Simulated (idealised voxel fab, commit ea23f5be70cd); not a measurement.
You're looking at the process module voxel self aligned contacts.
Displayed cross-section: cut, width of 225 nm, square cells sized 5 nm.
Square cells in a grid make up a cross-section in this document, and the grid is given as bands, listed from the top down, each one or more rows of cells.
This entry defines a band. It first specifies the height of the band's top and the height of its bottom in nm, and then specifies the band's materials from left to right, stating each material with its width in nm. The word "throughout" identifies a single material that fills the band from edge to edge, while the word "blank" identifies empty space.
Height 0 is the level under which the wafer as received is all one material. The lowest band goes on downwards, as in "0 and below".
Width spec "30..40" -> top row of cells at first value, bottom row at second value, equal per-row change in between.
"remained unchanged" (step): cross-section cells unchanged, all of them.
"Closed internal voids": sealed empty spaces, 8 cells or more, no open way to top, listed width x height at distance, with distance from the left edge and width, height and distance in nm.
Post-settings text on a step line: simulator's own remark regarding the step.
overlay nm: right-of-plan distance of the mask on a masked step; negative values mean left-of-plan.
### plan
1,RECEIVE | material Si
2,OXIDIZE | depth nm 5
3,DIRECTIONAL_DEP | material polySi | thk nm 30
4,DIRECTIONAL_DEP | material SiN | thk nm 20
5,PATTERN | tone cover | mask id GATE | material resist | width nm 35 | pitch nm 70 | thk nm 20 | overlay nm 0
6,DIRECTIONAL_ETCH | etch materials SiN | depth nm 20
7,DIRECTIONAL_ETCH | etch materials polySi | depth nm 30
8,STRIP | etch materials resist
9,CONFORMAL_DEP | material SiN | thk nm 5
10,DIRECTIONAL_ETCH | etch materials SiN | depth nm 5
11,FILL_DEP | material SiO2 | thk nm 20
12,CMP | height nm 60
13,DIRECTIONAL_DEP | material aC | thk nm 10
14,PATTERN | tone open | mask id CONTACT | material resist | width nm 55 | pitch nm 70 | thk nm 25 | overlay nm 0
15,DIRECTIONAL_ETCH | etch materials aC | depth nm 10
16,STRIP | etch materials resist
17,DIRECTIONAL_ETCH | etch materials SiO2 | depth nm 65
18,STRIP | etch materials aC
19,CONFORMAL_DEP | material TiN | thk nm 5
20,FILL_DEP | material W | thk nm 5
21,CMP | height nm 60
22,CONFORMAL_DEP | material SiN | thk nm 5
### The first of two wafers, run as planned
### Incoming wafer, cross-sectional view, post step 1
0 and below | Si throughout
Closed internal voids: none
### Upon completion of step 2, the wafer appears in cross-section as shown
0 down to -5 | SiO2 throughout
Lower than -5, everything is as it was.
### Upon completion of step 3, the wafer appears in cross-section as shown
30 down to 0 | polySi throughout
Lower than 0, everything is as it was.
### Upon completion of step 4, the wafer appears in cross-section as shown
50 down to 30 | SiN throughout
Lower than 30, everything is as it was.
### Upon completion of step 5, the wafer appears in cross-section as shown
70 down to 50 | blank 25  resist 35  blank 35  resist 35  blank 35  resist 35  blank 25
Lower than 50, everything is as it was.
### Upon completion of step 6, the wafer appears in cross-section as shown
70 down to 50 | blank 25  resist 35  blank 35  resist 35  blank 35  resist 35  blank 25
50 down to 30 | blank 25  SiN 35  blank 35  SiN 35  blank 35  SiN 35  blank 25
Lower than 30, everything is as it was.
### Upon completion of step 7, the wafer appears in cross-section as shown
70 down to 50 | blank 25  resist 35  blank 35  resist 35  blank 35  resist 35  blank 25
50 down to 30 | blank 25  SiN 35  blank 35  SiN 35  blank 35  SiN 35  blank 25
30 down to 0 | blank 25  polySi 35  blank 35  polySi 35  blank 35  polySi 35  blank 25
Lower than 0, everything is as it was.
### Upon completion of step 8, the wafer appears in cross-section as shown
50 down to 30 | blank 25  SiN 35  blank 35  SiN 35  blank 35  SiN 35  blank 25
Lower than 30, everything is as it was.
### Upon completion of step 9, the wafer appears in cross-section as shown
55 down to 30 | blank 20  SiN 45  blank 25  SiN 45  blank 25  SiN 45  blank 20
30 down to 5 | blank 20  SiN 5  polySi 35  SiN 5  blank 25  SiN 5  polySi 35  SiN 5  blank 25  SiN 5  polySi 35  SiN 5  blank 20
5 down to 0 | SiN 25  polySi 35  SiN 35  polySi 35  SiN 35  polySi 35  SiN 25
Lower than 0, everything is as it was.
### Upon completion of step 10, the wafer appears in cross-section as shown
50 down to 30 | blank 20  SiN 45  blank 25  SiN 45  blank 25  SiN 45  blank 20
30 down to 0 | blank 20  SiN 5  polySi 35  SiN 5  blank 25  SiN 5  polySi 35  SiN 5  blank 25  SiN 5  polySi 35  SiN 5  blank 20
Lower than 0, everything is as it was.
### Upon completion of step 11, the wafer appears in cross-section as shown
70 down to 50 | SiO2 throughout
50 down to 30 | SiO2 20  SiN 45  SiO2 25  SiN 45  SiO2 25  SiN 45  SiO2 20
30 down to 0 | SiO2 20  SiN 5  polySi 35  SiN 5  SiO2 25  SiN 5  polySi 35  SiN 5  SiO2 25  SiN 5  polySi 35  SiN 5  SiO2 20
Lower than 0, everything is as it was.
### Upon completion of step 12, the wafer appears in cross-section as shown
60 down to 50 | SiO2 throughout
Lower than 50, everything is as it was.
### Upon completion of step 13, the wafer appears in cross-section as shown
70 down to 60 | aC throughout
Lower than 60, everything is as it was.
### Upon completion of step 14, the wafer appears in cross-section as shown
95 down to 70 | resist 50  blank 55  resist 15  blank 55  resist 50
Lower than 70, everything is as it was.
### Upon completion of step 15, the wafer appears in cross-section as shown
85 down to 70 | resist 50  blank 55  resist 15  blank 55  resist 50
70 down to 60 | aC 50  blank 55  aC 15  blank 55  aC 50
Lower than 60, everything is as it was.
### Upon completion of step 16, the wafer appears in cross-section as shown
70 down to 60 | aC 50  blank 55  aC 15  blank 55  aC 50
Lower than 60, everything is as it was.
### Upon completion of step 17, the wafer appears in cross-section as shown
70 down to 60 | aC 50  blank 55  aC 15  blank 55  aC 50
60 down to 50 | SiO2 50  blank 55  SiO2 15  blank 55  SiO2 50
50 down to 30 | SiO2 20  SiN 45  blank 25  SiN 45  blank 25  SiN 45  SiO2 20
30 down to 0 | SiO2 20  SiN 5  polySi 35  SiN 5  blank 25  SiN 5  polySi 35  SiN 5  blank 25  SiN 5  polySi 35  SiN 5  SiO2 20
0 down to -5 | SiO2 65  blank 25  SiO2 45  blank 25  SiO2 65
Lower than -5, everything is as it was.
### Upon completion of step 18, the wafer appears in cross-section as shown
60 down to 50 | SiO2 50  blank 55  SiO2 15  blank 55  SiO2 50
Lower than 50, everything is as it was.
### Upon completion of step 19, the wafer appears in cross-section as shown
65 down to 60 | TiN 55  blank 45  TiN 25  blank 45  TiN 55
60 down to 50 | SiO2 50  TiN 5..20  blank 45..15  TiN 5..20  SiO2 15  TiN 5..20  blank 45..15  TiN 5..20  SiO2 50
50 down to 30 | SiO2 20  SiN 45  TiN 5  blank 15  TiN 5  SiN 45  TiN 5  blank 15  TiN 5  SiN 45  SiO2 20
30 down to 0 | SiO2 20  SiN 5  polySi 35  SiN 5  TiN 5  blank 15  TiN 5  SiN 5  polySi 35  SiN 5  TiN 5  blank 15  TiN 5  SiN 5  polySi 35  SiN 5  SiO2 20
0 down to -5 | SiO2 65  TiN 25  SiO2 45  TiN 25  SiO2 65
Lower than -5, everything is as it was.
### Upon completion of step 20, the wafer appears in cross-section as shown
70 down to 65 | W throughout
65 down to 60 | TiN 55  W 45  TiN 25  W 45  TiN 55
60 down to 50 | SiO2 50  TiN 5..20  W 45..15  TiN 5..20  SiO2 15  TiN 5..20  W 45..15  TiN 5..20  SiO2 50
50 down to 30 | SiO2 20  SiN 45  TiN 5  W 15  TiN 5  SiN 45  TiN 5  W 15  TiN 5  SiN 45  SiO2 20
30 down to 0 | SiO2 20  SiN 5  polySi 35  SiN 5  TiN 5  W 15  TiN 5  SiN 5  polySi 35  SiN 5  TiN 5  W 15  TiN 5  SiN 5  polySi 35  SiN 5  SiO2 20
Lower than 0, everything is as it was.
### Upon completion of step 21, the wafer appears in cross-section as shown
60 down to 50 | SiO2 50  TiN 5..20  W 45..15  TiN 5..20  SiO2 15  TiN 5..20  W 45..15  TiN 5..20  SiO2 50
Lower than 50, everything is as it was.
### Upon completion of step 22, the wafer appears in cross-section as shown
65 down to 60 | SiN throughout
Lower than 60, everything is as it was.
### Second Wafer (Identical Start and Plan, One Processing Error; Matches First Wafer Through Step 8)
### Cross-section of the second wafer at the time step 9 of the plan should have ended
65 down to 30 | blank 10  SiN 65  blank 5  SiN 65  blank 5  SiN 65  blank 10
30 down to 15 | blank 10  SiN 15  polySi 35  SiN 15  blank 5  SiN 15  polySi 35  SiN 15  blank 5  SiN 15  polySi 35  SiN 15  blank 10
15 down to 0 | SiN 25  polySi 35  SiN 35  polySi 35  SiN 35  polySi 35  SiN 25
Lower than 0, everything is as it was.
### Cross-section of the second wafer at the time step 10 of the plan should have ended
60 down to 30 | blank 10  SiN 65  blank 5  SiN 65  blank 5  SiN 65  blank 10
30 down to 10 | blank 10  SiN 15  polySi 35  SiN 15  blank 5  SiN 15  polySi 35  SiN 15  blank 5  SiN 15  polySi 35  SiN 15  blank 10
Lower than 10, everything is as it was.
### Cross-section of the second wafer at the time step 11 of the plan should have ended
80 down to 60 | SiO2 throughout
60 down to 30 | SiO2 10  SiN 65  SiO2 5  SiN 65  SiO2 5  SiN 65  SiO2 10
30 down to 10 | SiO2 10  SiN 15  polySi 35  SiN 15  SiO2 5  SiN 15  polySi 35  SiN 15  SiO2 5  SiN 15  polySi 35  SiN 15  SiO2 10
Lower than 10, everything is as it was.
### Cross-section of the second wafer at the time step 12 of the plan should have ended
60 down to 30 | SiO2 10  SiN 65  SiO2 5  SiN 65  SiO2 5  SiN 65  SiO2 10
Lower than 30, everything is as it was.
### Cross-section of the second wafer at the time step 13 of the plan should have ended
70 down to 60 | aC throughout
Lower than 60, everything is as it was.
### Cross-section of the second wafer at the time step 14 of the plan should have ended
95 down to 70 | resist 50  blank 55  resist 15  blank 55  resist 50
Lower than 70, everything is as it was.
### Cross-section of the second wafer at the time step 15 of the plan should have ended
85 down to 70 | resist 50  blank 55  resist 15  blank 55  resist 50
70 down to 60 | aC 50  blank 55  aC 15  blank 55  aC 50
Lower than 60, everything is as it was.
### Cross-section of the second wafer at the time step 16 of the plan should have ended
70 down to 60 | aC 50  blank 55  aC 15  blank 55  aC 50
Lower than 60, everything is as it was.
### Cross-section of the second wafer at the time step 17 of the plan should have ended
70 down to 60 | aC 50  blank 55  aC 15  blank 55  aC 50
60 down to 30 | SiO2 10  SiN 65  blank 5  SiN 65  blank 5  SiN 65  SiO2 10
30 down to 10 | SiO2 10  SiN 15  polySi 35  SiN 15  blank 5  SiN 15  polySi 35  SiN 15  blank 5  SiN 15  polySi 35  SiN 15  SiO2 10
Lower than 10, everything is as it was.
### Cross-section of the second wafer at the time step 18 of the plan should have ended
60 down to 30 | SiO2 10  SiN 65  blank 5  SiN 65  blank 5  SiN 65  SiO2 10
Lower than 30, everything is as it was.
### Cross-section of the second wafer at the time step 19 of the plan should have ended
65 down to 60 | TiN throughout
60 down to 30 | SiO2 10  SiN 65  TiN 5  SiN 65  TiN 5  SiN 65  SiO2 10
30 down to 10 | SiO2 10  SiN 15  polySi 35  SiN 15  TiN 5  SiN 15  polySi 35  SiN 15  TiN 5  SiN 15  polySi 35  SiN 15  SiO2 10
Lower than 10, everything is as it was.
### Cross-section of the second wafer at the time step 20 of the plan should have ended
70 down to 65 | W throughout
Lower than 65, everything is as it was.
### Cross-section of the second wafer at the time step 21 of the plan should have ended
60 down to 30 | SiO2 10  SiN 65  TiN 5  SiN 65  TiN 5  SiN 65  SiO2 10
Lower than 30, everything is as it was.
### Cross-section of the second wafer at the time step 22 of the plan should have ended
65 down to 60 | SiN throughout
Lower than 60, everything is as it was.
Finding, execution versus plan: step 9, actual vs plan mismatch, actual run CONFORMAL_DEP | material SiN | thk nm 15
At the finish, the second wafer shows more or fewer cells for some materials than the first does: +210 SiN; -76 SiO2; -50 TiN; -84 W
